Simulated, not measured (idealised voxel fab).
Name of the process module below: voxel plated lines
FYI the section here is cut, 190 nm wide, cells are 5 nm squares.
For the purposes of this document, a cross-section shall be understood as a grid of square cells, specified as bands listed in top-to-bottom order, each band consisting of one or more rows of cells.
Within each band entry, the heights of the top and of the bottom of the band appear first, in that order and in nm; the materials of the band then follow from left to right, each with its corresponding width in nm. The designation "all across" on a single material indicates that it fills the band from edge to edge; the designation "air" indicates empty space.
Convention: height 0 is the level below which the wafer, as received, is all one material. The lowest band does not terminate at the bottom but continues downward, represented as "0 down".
Note: "30 to 40" means the width goes from the first number (top row of the band) to the second number (bottom row) in equal steps per row of cells.
"remains unaltered" means the step left every cell of the cross-section as it was.
Look at "Enclosed empty spaces" for the closed voids: empty spaces with no open path to the top, sized 8 cells or up. Each is width x height at distance, distance from the left edge, all nm.
If you see something after the settings on a step's line, that's the simulator's own remark about that step.
Among the settings permitted on a step's line is "overlay nm"; applied to a step with a mask, it specifies the extent to which the mask lay to the right of its planned position, whereas a negative figure signifies a position to the left.

**Intended process steps**
step 1: op RECEIVE | material Si
step 2: op CONFORMAL_DEP | material Al2O3 | thk nm 15
step 3: op DIRECTIONAL_DEP | material TiN | thk nm 5
step 4: op PATTERN | tone open | mask id LINES | material resist | width nm 20 | pitch nm 40 | thk nm 15 | overlay nm 0
step 5: op EPI | material Ru | thk nm 10
step 6: op STRIP | etch materials resist
step 7: op DIRECTIONAL_ETCH | etch materials TiN | depth nm 5
step 8: op CONFORMAL_DEP | material SiCN | thk nm 5

**Incoming wafer in cross-section (state: after step 1)**
- 0 down  Si all across
- Enclosed empty spaces: none

**Module complete - cross-section of the first of two wafers, run according to plan**
- 35 to 30  air: 40 / SiCN: 30 / air: 10 / SiCN: 30 / air: 10 / SiCN: 30 / air: 40
- 30 to 20  air: 40 / SiCN: 5 / Ru: 20 / SiCN: 5 / air: 10 / SiCN: 5 / Ru: 20 / SiCN: 5 / air: 10 / SiCN: 5 / Ru: 20 / SiCN: 5 / air: 40
- 20 to 15  SiCN: 45 / TiN: 20 / SiCN: 20 / TiN: 20 / SiCN: 20 / TiN: 20 / SiCN: 45
- 15 to 0  Al2O3 all across
- 0 down  Si all across
- Enclosed empty spaces: none

**Cross-sectional view: second of two wafers, end of module; start and plan identical to the first, one mistake in running**
- 35 to 30  SiCN: 50 / air: 10 / SiCN: 30 / air: 10 / SiCN: 30 / air: 10 / SiCN: 50
- 30 to 20  Ru: 45 / SiCN: 5 / air: 10 / SiCN: 5 / Ru: 20 / SiCN: 5 / air: 10 / SiCN: 5 / Ru: 20 / SiCN: 5 / air: 10 / SiCN: 5 / Ru: 45
- 20 to 15  TiN: 45 / SiCN: 20 / TiN: 20 / SiCN: 20 / TiN: 20 / SiCN: 20 / TiN: 45
- 15 to 0  Al2O3 all across
- 0 down  Si all across
- Enclosed empty spaces: none
So what did we get wrong on this run? heads up, step 4 didn't go per plan, it actually ran as op PATTERN | tone cover | mask id LINES | material resist | width nm 20 | pitch nm 40 | thk nm 15 | overlay nm 0
Wrapping up, a cell-based count of both wafers puts the second over or under the first for these materials: Ru +28, TiN +14
